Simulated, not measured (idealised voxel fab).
Documented hereafter: the process module known as voxel gate over fins.
Square cell edge 5 nm, section width 140 nm, ID cut.
A cross-section in this document is a grid of square cells, and it is written down as bands, the top band listed before the ones below it; a band is made up of one or more rows of cells. The band entry comprises the height of the band's top followed by the height of its bottom, expressed in nm, and subsequently the band's materials from left to right, each stated together with its width in nm. Where a single material is marked with the word "all across", that material fills the band from edge to edge. The word "blank" represents empty space. The reference from which all heights are counted is 0, the level beneath which the as-received wafer is entirely one material; the lowest band, having no lower bound, proceeds downward and is written after the example "from 0 down". Width spec "30..40" -> top row of cells at first value, bottom row at second value, equal per-row change in between. "no modification" after a step means that no cell of the cross-section changed. What "Closed void register" gives you is every empty space of 8 cells or more that is cut off from the top. Each appears as width x height at distance, with the distance taken from the left edge and width, height and distance all in nm. Read whatever lies past the settings on a step's line as the simulator's own remark about the step. For masked steps, "overlay nm" on the step line gives how far right of plan the mask actually lay; a minus sign means it lay to the left.
PLANNED STEP LIST FOR THE PROCESS
1 RECEIVE [material Si]
2 CONFORMAL_DEP [material SiN] [thk nm 10]
3 DIRECTIONAL_DEP [material aC] [thk nm 10]
4 PATTERN [tone cover] [mask id FINS] [material resist] [width nm 15] [pitch nm 55] [thk nm 25] [overlay nm 0]
5 DIRECTIONAL_ETCH [etch materials aC] [depth nm 10]
6 STRIP [etch materials resist]
7 DIRECTIONAL_ETCH [etch materials SiN] [depth nm 10]
8 DIRECTIONAL_ETCH [etch materials Si] [depth nm 35]
9 STRIP [etch materials aC]
10 OXIDIZE [depth nm 5]
11 FILL_DEP [material SiO2] [thk nm 10]
12 CMP [height nm 10]
13 DIRECTIONAL_DEP [material aC] [thk nm 15]
14 PATTERN [tone open] [mask id RAIL] [material resist] [width nm 15] [thk nm 30] [overlay nm 0]
15 DIRECTIONAL_ETCH [etch materials aC] [depth nm 15]
16 STRIP [etch materials resist]
17 DIRECTIONAL_ETCH [etch materials SiO2] [depth nm 40]
18 STRIP [etch materials aC]
19 CONFORMAL_DEP [material TiN] [thk nm 5]
20 FILL_DEP [material Ru] [thk nm 10]
21 CMP [height nm 10]
22 SELECTIVE_ETCH [etch materials W Ru TiN] [depth nm 25]
23 FILL_DEP [material SiO2] [thk nm 5]
24 CMP [height nm 10]
25 SELECTIVE_ETCH [etch materials SiO2] [depth nm 20]
26 STRIP [etch materials SiN]
27 CONFORMAL_DEP [material HfO2] [thk nm 5]
28 CONFORMAL_DEP [material TiN] [thk nm 5]
29 CONFORMAL_DEP [material TiAl] [thk nm 5]
30 CONFORMAL_DEP [material TiN] [thk nm 5]
31 FILL_DEP [material W] [thk nm 15]
32 CMP [height nm 30]
33 CONFORMAL_DEP [material SiCN] [thk nm 10]
CROSS-SECTION, INCOMING MATERIAL, AFTER STEP 1
- from 0 down  Si all across
- Closed void register: none
END STATE OF THE MODULE IN CROSS-SECTION, GIVEN THE ABOVE STARTING POINT AND PLAN AND ONE MISTAKE IN EXECUTION
- from 40 to 30  SiCN all across
- from 30 to 20  W all across
- from 20 to 15  W 15 nm, TiN 110 nm, W 15 nm
- from 15 to 10  W 15 nm, TiN 5 nm, TiAl 45 nm, TiN 10 nm, TiAl 45 nm, TiN 5 nm, W 15 nm
- from 10 to 5  TiN 20 nm, TiAl 5 nm, TiN 35 nm, TiAl 5 nm, TiN 10 nm, TiAl 5 nm, TiN 35 nm, TiAl 5 nm, TiN 20 nm
- from 5 to 0  TiAl 25 nm, TiN 5 nm, HfO2 25 nm, TiN 5 nm, TiAl 20 nm, TiN 5 nm, HfO2 25 nm, TiN 5 nm, TiAl 25 nm
- from 0 to -5  TiN 30 nm, HfO2 5 nm, Si 15 nm, HfO2 5 nm, TiN 30 nm, HfO2 5 nm, Si 15 nm, HfO2 5 nm, TiN 30 nm
- from -5 to -10  HfO2 35 nm, Si 15 nm, HfO2 40 nm, Si 15 nm, HfO2 35 nm
- from -10 to -15  SiO2 35 nm, Si 15 nm, SiO2 40 nm, Si 15 nm, SiO2 35 nm
- from -15 to -25  SiO2 35 nm, Si 15 nm, SiO2 10 nm, TiN 5 nm, Ru 5 nm, TiN 5 nm, SiO2 15 nm, Si 15 nm, SiO2 35 nm
- from -25 to -30  SiO2 35 nm, Si 15 nm, SiO2 10 nm, TiN 15 nm, SiO2 15 nm, Si 15 nm, SiO2 35 nm
- from -30 to -40  SiO2 35 nm, Si 15 nm, SiO2 40 nm, Si 15 nm, SiO2 35 nm
- from -40 down  Si all across
- Closed void register: none
What went wrong in running the wafer? step 4 went in with a setting other than planned; the actual run was PATTERN [tone cover] [mask id FINS] [material resist] [width nm 25] [pitch nm 55] [thk nm 25] [overlay nm 0]
